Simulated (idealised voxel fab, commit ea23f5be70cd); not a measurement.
The following is a process module called voxel self aligned contacts.
The cross-section on display is named cut; it measures 285 nm wide, and its cells are 5 nm squares.
Cross-section layout: square cells on a grid; listed as bands, top to bottom; a band spans one or more cell rows.
In this notation a band is specified by the heights of its top and bottom, in that order and in nm, after which its materials appear from left to right, each paired with its width in nm. The word "everywhere" attached to a single material means that material fills the band from edge to edge; the word "empty" stands for empty space.
Ref level 0: as-received wafer is one material below here. Bottom band extends down with no lower bound ("from 0 down").
Quick explanation for "30 to 40": the width changes in equal steps down the rows of cells, from the first number in the band's top row to the second number in its bottom row.
Take "no change" at face value: in the step it is given for, the cross-section changed in none of its cells.
"Enclosed void listing": empty spaces of 8 cells or more with no open way to the top, each given as width x height at distance, distance from the left edge, all in nm.
On a step's line, text after the settings is the simulator commenting on that step.
"overlay nm", when on a step's line for a step with a mask, measures how far to the right of its planned place the mask lay; a negative measure means to the left.

List of planned process steps
1,RECEIVE, material Si
2,OXIDIZE, depth nm 5
3,DIRECTIONAL_DEP, material polySi, thk nm 20
4,DIRECTIONAL_DEP, material SiN, thk nm 20
5,DIRECTIONAL_DEP, material aC, thk nm 10
6,PATTERN, tone cover, mask id GATE, material resist, width nm 25, pitch nm 55, thk nm 30, overlay nm 0
7,DIRECTIONAL_ETCH, etch materials aC, depth nm 10
8,STRIP, etch materials resist
9,DIRECTIONAL_ETCH, etch materials SiN, depth nm 20
10,DIRECTIONAL_ETCH, etch materials polySi, depth nm 20
11,STRIP, etch materials aC
12,CONFORMAL_DEP, material SiN, thk nm 5
13,DIRECTIONAL_ETCH, etch materials SiN, depth nm 5
14,FILL_DEP, material SiO2, thk nm 10
15,CMP, height nm 45
16,PATTERN, tone open, mask id CONTACT, material resist, width nm 40, pitch nm 55, thk nm 15, overlay nm 0
17,DIRECTIONAL_ETCH, etch materials SiO2, depth nm 50
18,STRIP, etch materials resist
19,CONFORMAL_DEP, material TiN, thk nm 5
20,FILL_DEP, material W, thk nm 5
21,CMP, height nm 45
22,CONFORMAL_DEP, material SiCN, thk nm 5

First wafer, as planned

As received (post step 1): cross-section
> from 0 down = Si everywhere
> Enclosed void listing: none

How the wafer stands in section after step 2
> from 0 to -5 = SiO2 everywhere
> Below -5 it's all the same as before, nothing changed down there.

How the wafer stands in section after step 3
> from 20 to 0 = polySi everywhere
> Below 0 it's all the same as before, nothing changed down there.

How the wafer stands in section after step 4
> from 40 to 20 = SiN everywhere
> Below 20 it's all the same as before, nothing changed down there.

How the wafer stands in section after step 5
> from 50 to 40 = aC everywhere
> Below 40 it's all the same as before, nothing changed down there.

How the wafer stands in section after step 6
> from 80 to 50 = empty: 75  resist: 25  empty: 30  resist: 25  empty: 30  resist: 25  empty: 75
> Below 50 it's all the same as before, nothing changed down there.

How the wafer stands in section after step 7
> from 70 to 50 = empty: 75  resist: 25  empty: 30  resist: 25  empty: 30  resist: 25  empty: 75
> from 50 to 40 = empty: 75  aC: 25  empty: 30  aC: 25  empty: 30  aC: 25  empty: 75
> Below 40 it's all the same as before, nothing changed down there.

How the wafer stands in section after step 8
> from 50 to 40 = empty: 75  aC: 25  empty: 30  aC: 25  empty: 30  aC: 25  empty: 75
> Below 40 it's all the same as before, nothing changed down there.

How the wafer stands in section after step 9
> from 50 to 40 = empty: 75  aC: 25  empty: 30  aC: 25  empty: 30  aC: 25  empty: 75
> from 40 to 20 = empty: 75  SiN: 25  empty: 30  SiN: 25  empty: 30  SiN: 25  empty: 75
> Below 20 it's all the same as before, nothing changed down there.

How the wafer stands in section after step 10
> from 50 to 40 = empty: 75  aC: 25  empty: 30  aC: 25  empty: 30  aC: 25  empty: 75
> from 40 to 20 = empty: 75  SiN: 25  empty: 30  SiN: 25  empty: 30  SiN: 25  empty: 75
> from 20 to 0 = empty: 75  polySi: 25  empty: 30  polySi: 25  empty: 30  polySi: 25  empty: 75
> Below 0 it's all the same as before, nothing changed down there.

How the wafer stands in section after step 11
> from 40 to 20 = empty: 75  SiN: 25  empty: 30  SiN: 25  empty: 30  SiN: 25  empty: 75
> Below 20 it's all the same as before, nothing changed down there.

How the wafer stands in section after step 12
> from 45 to 20 = empty: 70  SiN: 35  empty: 20  SiN: 35  empty: 20  SiN: 35  empty: 70
> from 20 to 5 = empty: 70  SiN: 5  polySi: 25  SiN: 5  empty: 20  SiN: 5  polySi: 25  SiN: 5  empty: 20  SiN: 5  polySi: 25  SiN: 5  empty: 70
> from 5 to 0 = SiN: 75  polySi: 25  SiN: 30  polySi: 25  SiN: 30  polySi: 25  SiN: 75
> Below 0 it's all the same as before, nothing changed down there.

How the wafer stands in section after step 13
> from 40 to 20 = empty: 70  SiN: 35  empty: 20  SiN: 35  empty: 20  SiN: 35  empty: 70
> from 20 to 0 = empty: 70  SiN: 5  polySi: 25  SiN: 5  empty: 20  SiN: 5  polySi: 25  SiN: 5  empty: 20  SiN: 5  polySi: 25  SiN: 5  empty: 70
> Below 0 it's all the same as before, nothing changed down there.

How the wafer stands in section after step 14
> from 50 to 40 = SiO2 everywhere
> from 40 to 20 = SiO2: 70  SiN: 35  SiO2: 20  SiN: 35  SiO2: 20  SiN: 35  SiO2: 70
> from 20 to 0 = SiO2: 70  SiN: 5  polySi: 25  SiN: 5  SiO2: 20  SiN: 5  polySi: 25  SiN: 5  SiO2: 20  SiN: 5  polySi: 25  SiN: 5  SiO2: 70
> Below 0 it's all the same as before, nothing changed down there.

How the wafer stands in section after step 15
> from 45 to 40 = SiO2 everywhere
> Below 40 it's all the same as before, nothing changed down there.

How the wafer stands in section after step 16
> from 60 to 45 = resist: 95  empty: 40  resist: 15  empty: 40  resist: 95
> Below 45 it's all the same as before, nothing changed down there.

How the wafer stands in section after step 17
> from 60 to 45 = resist: 95  empty: 40  resist: 15  empty: 40  resist: 95
> from 45 to 40 = SiO2: 95  empty: 40  SiO2: 15  empty: 40  SiO2: 95
> from 40 to 20 = SiO2: 70  SiN: 35  empty: 20  SiN: 35  empty: 20  SiN: 35  SiO2: 70
> from 20 to 0 = SiO2: 70  SiN: 5  polySi: 25  SiN: 5  empty: 20  SiN: 5  polySi: 25  SiN: 5  empty: 20  SiN: 5  polySi: 25  SiN: 5  SiO2: 70
> from 0 to -5 = SiO2: 105  empty: 20  SiO2: 35  empty: 20  SiO2: 105
> Below -5 it's all the same as before, nothing changed down there.

How the wafer stands in section after step 18
> from 45 to 40 = SiO2: 95  empty: 40  SiO2: 15  empty: 40  SiO2: 95
> Below 40 it's all the same as before, nothing changed down there.

How the wafer stands in section after step 19
> from 50 to 45 = TiN: 100  empty: 30  TiN: 25  empty: 30  TiN: 100
> from 45 to 40 = SiO2: 95  TiN: 15  empty: 10  TiN: 15  SiO2: 15  TiN: 15  empty: 10  TiN: 15  SiO2: 95
> from 40 to 20 = SiO2: 70  SiN: 35  TiN: 5  empty: 10  TiN: 5  SiN: 35  TiN: 5  empty: 10  TiN: 5  SiN: 35  SiO2: 70
> from 20 to 0 = SiO2: 70  SiN: 5  polySi: 25  SiN: 5  TiN: 5  empty: 10  TiN: 5  SiN: 5  polySi: 25  SiN: 5  TiN: 5  empty: 10  TiN: 5  SiN: 5  polySi: 25  SiN: 5  SiO2: 70
> from 0 to -5 = SiO2: 105  TiN: 20  SiO2: 35  TiN: 20  SiO2: 105
> Below -5 it's all the same as before, nothing changed down there.

How the wafer stands in section after step 20
> from 55 to 50 = W everywhere
> from 50 to 45 = TiN: 100  W: 30  TiN: 25  W: 30  TiN: 100
> from 45 to 40 = SiO2: 95  TiN: 15  W: 10  TiN: 15  SiO2: 15  TiN: 15  W: 10  TiN: 15  SiO2: 95
> from 40 to 20 = SiO2: 70  SiN: 35  TiN: 5  W: 10  TiN: 5  SiN: 35  TiN: 5  W: 10  TiN: 5  SiN: 35  SiO2: 70
> from 20 to 0 = SiO2: 70  SiN: 5  polySi: 25  SiN: 5  TiN: 5  W: 10  TiN: 5  SiN: 5  polySi: 25  SiN: 5  TiN: 5  W: 10  TiN: 5  SiN: 5  polySi: 25  SiN: 5  SiO2: 70
> Below 0 it's all the same as before, nothing changed down there.

How the wafer stands in section after step 21
> from 45 to 40 = SiO2: 95  TiN: 15  W: 10  TiN: 15  SiO2: 15  TiN: 15  W: 10  TiN: 15  SiO2: 95
> Below 40 it's all the same as before, nothing changed down there.

How the wafer stands in section after step 22
> from 50 to 45 = SiCN everywhere
> Below 45 it's all the same as before, nothing changed down there.

Wafer two. Identical start, identical plan. One mistake in execution. Identical history through step 11

Second wafer, cut view, end of step 12 per plan
> from 35 to 20 = empty: 75  SiN: 25  empty: 30  SiN: 25  empty: 30  SiN: 25  empty: 75
> Below 20 it's all the same as before, nothing changed down there.

Second wafer, cut view, end of step 13 per plan
> from 40 to 20 = empty: 70  SiN: 35  empty: 20  SiN: 35  empty: 20  SiN: 35  empty: 70
> from 20 to 5 = empty: 70  SiN: 5  polySi: 25  SiN: 5  empty: 20  SiN: 5  polySi: 25  SiN: 5  empty: 20  SiN: 5  polySi: 25  SiN: 5  empty: 70
> from 5 to 0 = SiN: 75  polySi: 25  SiN: 30  polySi: 25  SiN: 30  polySi: 25  SiN: 75
> Below 0 it's all the same as before, nothing changed down there.

Second wafer, cut view, end of step 14 per plan
> from 50 to 40 = SiO2 everywhere
> from 40 to 20 = SiO2: 70  SiN: 35  SiO2: 20  SiN: 35  SiO2: 20  SiN: 35  SiO2: 70
> from 20 to 5 = SiO2: 70  SiN: 5  polySi: 25  SiN: 5  SiO2: 20  SiN: 5  polySi: 25  SiN: 5  SiO2: 20  SiN: 5  polySi: 25  SiN: 5  SiO2: 70
> Below 5 it's all the same as before, nothing changed down there.

Second wafer, cut view, end of step 15 per plan
> from 45 to 40 = SiO2 everywhere
> Below 40 it's all the same as before, nothing changed down there.

Second wafer, cut view, end of step 16 per plan
> from 60 to 45 = resist: 95  empty: 40  resist: 15  empty: 40  resist: 95
> Below 45 it's all the same as before, nothing changed down there.

Second wafer, cut view, end of step 17 per plan
> from 60 to 45 = resist: 95  empty: 40  resist: 15  empty: 40  resist: 95
> from 45 to 40 = SiO2: 95  empty: 40  SiO2: 15  empty: 40  SiO2: 95
> from 40 to 20 = SiO2: 70  SiN: 35  empty: 20  SiN: 35  empty: 20  SiN: 35  SiO2: 70
> from 20 to 5 = SiO2: 70  SiN: 5  polySi: 25  SiN: 5  empty: 20  SiN: 5  polySi: 25  SiN: 5  empty: 20  SiN: 5  polySi: 25  SiN: 5  SiO2: 70
> Below 5 it's all the same as before, nothing changed down there.

Second wafer, cut view, end of step 18 per plan
> from 45 to 40 = SiO2: 95  empty: 40  SiO2: 15  empty: 40  SiO2: 95
> Below 40 it's all the same as before, nothing changed down there.

Second wafer, cut view, end of step 19 per plan
> from 50 to 45 = TiN: 100  empty: 30  TiN: 25  empty: 30  TiN: 100
> from 45 to 40 = SiO2: 95  TiN: 15  empty: 10  TiN: 15  SiO2: 15  TiN: 15  empty: 10  TiN: 15  SiO2: 95
> from 40 to 20 = SiO2: 70  SiN: 35  TiN: 5  empty: 10  TiN: 5  SiN: 35  TiN: 5  empty: 10  TiN: 5  SiN: 35  SiO2: 70
> from 20 to 10 = SiO2: 70  SiN: 5  polySi: 25  SiN: 5  TiN: 5  empty: 10  TiN: 5  SiN: 5  polySi: 25  SiN: 5  TiN: 5  empty: 10  TiN: 5  SiN: 5  polySi: 25  SiN: 5  SiO2: 70
> from 10 to 5 = SiO2: 70  SiN: 5  polySi: 25  SiN: 5  TiN: 20  SiN: 5  polySi: 25  SiN: 5  TiN: 20  SiN: 5  polySi: 25  SiN: 5  SiO2: 70
> Below 5 it's all the same as before, nothing changed down there.

Second wafer, cut view, end of step 20 per plan
> from 55 to 50 = W everywhere
> from 50 to 45 = TiN: 100  W: 30  TiN: 25  W: 30  TiN: 100
> from 45 to 40 = SiO2: 95  TiN: 15  W: 10  TiN: 15  SiO2: 15  TiN: 15  W: 10  TiN: 15  SiO2: 95
> from 40 to 20 = SiO2: 70  SiN: 35  TiN: 5  W: 10  TiN: 5  SiN: 35  TiN: 5  W: 10  TiN: 5  SiN: 35  SiO2: 70
> from 20 to 10 = SiO2: 70  SiN: 5  polySi: 25  SiN: 5  TiN: 5  W: 10  TiN: 5  SiN: 5  polySi: 25  SiN: 5  TiN: 5  W: 10  TiN: 5  SiN: 5  polySi: 25  SiN: 5  SiO2: 70
> Below 10 it's all the same as before, nothing changed down there.

Second wafer, cut view, end of step 21 per plan
> from 45 to 40 = SiO2: 95  TiN: 15  W: 10  TiN: 15  SiO2: 15  TiN: 15  W: 10  TiN: 15  SiO2: 95
> Below 40 it's all the same as before, nothing changed down there.

Second wafer, cut view, end of step 22 per plan
> from 50 to 45 = SiCN everywhere
> Below 45 it's all the same as before, nothing changed down there.
So what did we get wrong on this run? ran 12 and 13 in swapped order versus the plan
End check, counted in cells, second wafer has more or fewer of these materials than the first: +36 SiN, -20 SiO2, -8 TiN, -8 W
